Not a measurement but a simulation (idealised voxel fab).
voxel plated lines: a process module
Displayed cross-section: cut, width of 230 nm, square cells sized 5 nm.
Think of the cross-section as a grid of square cells. We describe it in bands, top to bottom, and each band covers one or more rows of those cells. Heads up on the band format: heights come first, top then bottom, in nm. After that it's the materials left to right, each with its width in nm. A single material flagged "all across" fills the whole band edge to edge, and "air" means there's empty space there. The reference from which all heights are counted is 0, the level beneath which the as-received wafer is entirely one material; the lowest band, having no lower bound, proceeds downward and is written after the example "0 -> down". The two numbers in a width such as "30..40" mark its ends across the band: the first belongs to the top row of cells, the second to the bottom row, and from each row to the next the width moves by the same amount. When a step is marked "no alterations made", none of the cells in the cross-section changed during that step. Heads up: "Fully closed voids" only lists the empty pockets with no open path to the top that are 8 cells or more, and it writes them as width x height at distance, distance from the left edge, in nm. Where a step's line continues beyond its settings, the continuation is a remark by the simulator itself on that step. On any step carrying a mask, the "overlay nm" setting, if present on the step's line, tells how far right of its planned place the mask lay; negative values point to the left.
## The following list gives the planned process steps
1: RECEIVE with material Si
2: CONFORMAL_DEP with material SiN, thk nm 5
3: DIRECTIONAL_DEP with material TiN, thk nm 5
4: PATTERN with tone open, mask id LINES, material resist, width nm 20, pitch nm 50, thk nm 25, overlay nm 0
5: EPI with material Ru, thk nm 10
6: EPI with material Ru, thk nm 5
7: STRIP with etch materials resist
8: DIRECTIONAL_ETCH with etch materials TiN, depth nm 5
9: CONFORMAL_DEP with material SiCN, thk nm 10
## Wafer cross-section on receipt, i.e. after step 1
- 0 -> down: Si all across
- Fully closed voids: none
## Cross-sectional view of the first of the two wafers upon completion of the module, processed in accordance with the plan
- 35 -> 25: air (70) | SiCN (40) | air (10) | SiCN (40) | air (70)
- 25 -> 15: air (70) | SiCN (10) | Ru (20) | SiCN (10) | air (10) | SiCN (10) | Ru (20) | SiCN (10) | air (70)
- 15 -> 10: SiCN (80) | Ru (20) | SiCN (30) | Ru (20) | SiCN (80)
- 10 -> 5: SiCN (80) | TiN (20) | SiCN (30) | TiN (20) | SiCN (80)
- 5 -> 0: SiN all across
- 0 -> down: Si all across
- Fully closed voids: none
## End-of-module cross-section of the second wafer: identical starting point and process plan to the first, with one processing mistake
- 40 -> 25: air (65) | SiCN (100) | air (65)
- 25 -> 20: air (65) | SiCN (15) | Ru (20) | SiCN (30) | Ru (20) | SiCN (15) | air (65)
- 20 -> 10: SiCN (80) | Ru (20) | SiCN (30) | Ru (20) | SiCN (80)
- 10 -> 5: SiCN (80) | TiN (20) | SiCN (30) | TiN (20) | SiCN (80)
- 5 -> 0: SiN all across
- 0 -> down: Si all across
- Fully closed voids: none
Here's what went sideways: heads up, step 9 didn't go per plan, it actually ran as CONFORMAL_DEP with material SiCN, thk nm 15
In the final state, the cell counts of the second wafer exceed or fall short of those of the first for the following materials: SiCN +62
